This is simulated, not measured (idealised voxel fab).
Documented hereafter: the process module known as voxel plated lines.
Each square cell in cross-section cut measures 5 nm, and the section as a whole is 225 nm wide.
Square cells in a grid make up a cross-section in this document, and the grid is given as bands, listed from the top down, each one or more rows of cells. Quick guide to a band line: top height, bottom height (nm) up front; then every material left to right with its width in nm. Only one material and it's marked "everywhere"? Then it fills the band edge to edge. And "empty" just means empty space. Height is counted from the level 0, under which the received wafer is composed throughout of one material. The lowest of the bands is not closed at the bottom but continues downward, in the notation "top 0, no bottom". A width given as "30..40" starts at the first number in the band's top row and ends at the second number in its bottom row, shifting by an equal amount at every step from row to row. "no alterations made" for a step: no cell of the cross-section changed in that step. Closed empty spaces (no open way to the top) of 8 cells or more are what "Fully enclosed voids" lists, each as width x height at distance from the left edge, nm for all three. What comes after the settings on a step's line is commentary from the simulator itself on that step. You can add "overlay nm" to a step's line. For a step with a mask, it describes how far the mask lay to the right of its planned position, and a negative number describes a lay to the left.
PROCESS STEPS - PLAN
- 1: RECEIVE,material Si
- 2: CONFORMAL_DEP,material Al2O3,thk nm 10
- 3: DIRECTIONAL_DEP,material TiN,thk nm 5
- 4: PATTERN,tone open,mask id LINES,material resist,width nm 15,pitch nm 40,thk nm 30,overlay nm 0
- 5: EPI,material Ru,thk nm 5
- 6: EPI,material Ru,thk nm 5
- 7: STRIP,etch materials resist
- 8: DIRECTIONAL_ETCH,etch materials TiN,depth nm 5
- 9: CONFORMAL_DEP,material SiO2,thk nm 10
WAFER AS RECEIVED: CROSS-SECTION FOLLOWING STEP 1
  top 0, no bottom  Si everywhere
  Fully enclosed voids: none
CROSS-SECTION: FIRST OF TWO WAFERS, MODULE FINISHED, RUN ACCORDING TO PLAN
  top 35, bottom 25  empty=75 / SiO2=35 / empty=5 / SiO2=35 / empty=75
  top 25, bottom 20  empty=75 / SiO2=10 / Ru=15 / SiO2=10 / empty=5 / SiO2=10 / Ru=15 / SiO2=10 / empty=75
  top 20, bottom 15  SiO2=85 / Ru=15 / SiO2=25 / Ru=15 / SiO2=85
  top 15, bottom 10  SiO2=85 / TiN=15 / SiO2=25 / TiN=15 / SiO2=85
  top 10, bottom 0  Al2O3 everywhere
  top 0, no bottom  Si everywhere
  Fully enclosed voids: none
SECOND WAFER AT THE END: LIKE START, LIKE PLAN, ONE MISTAKE
  top 25, bottom 15  empty=85 / Ru=15 / empty=25 / Ru=15 / empty=85
  top 15, bottom 10  empty=85 / TiN=15 / empty=25 / TiN=15 / empty=85
  top 10, bottom 0  Al2O3 everywhere
  top 0, no bottom  Si everywhere
  Fully enclosed voids: none
Which mistake was made when the wafer was run? step 9 in the plan did not get run; it was skipped
Count the cells at the end and the second wafer has more or fewer of some materials than the first: SiO2: 114 fewer
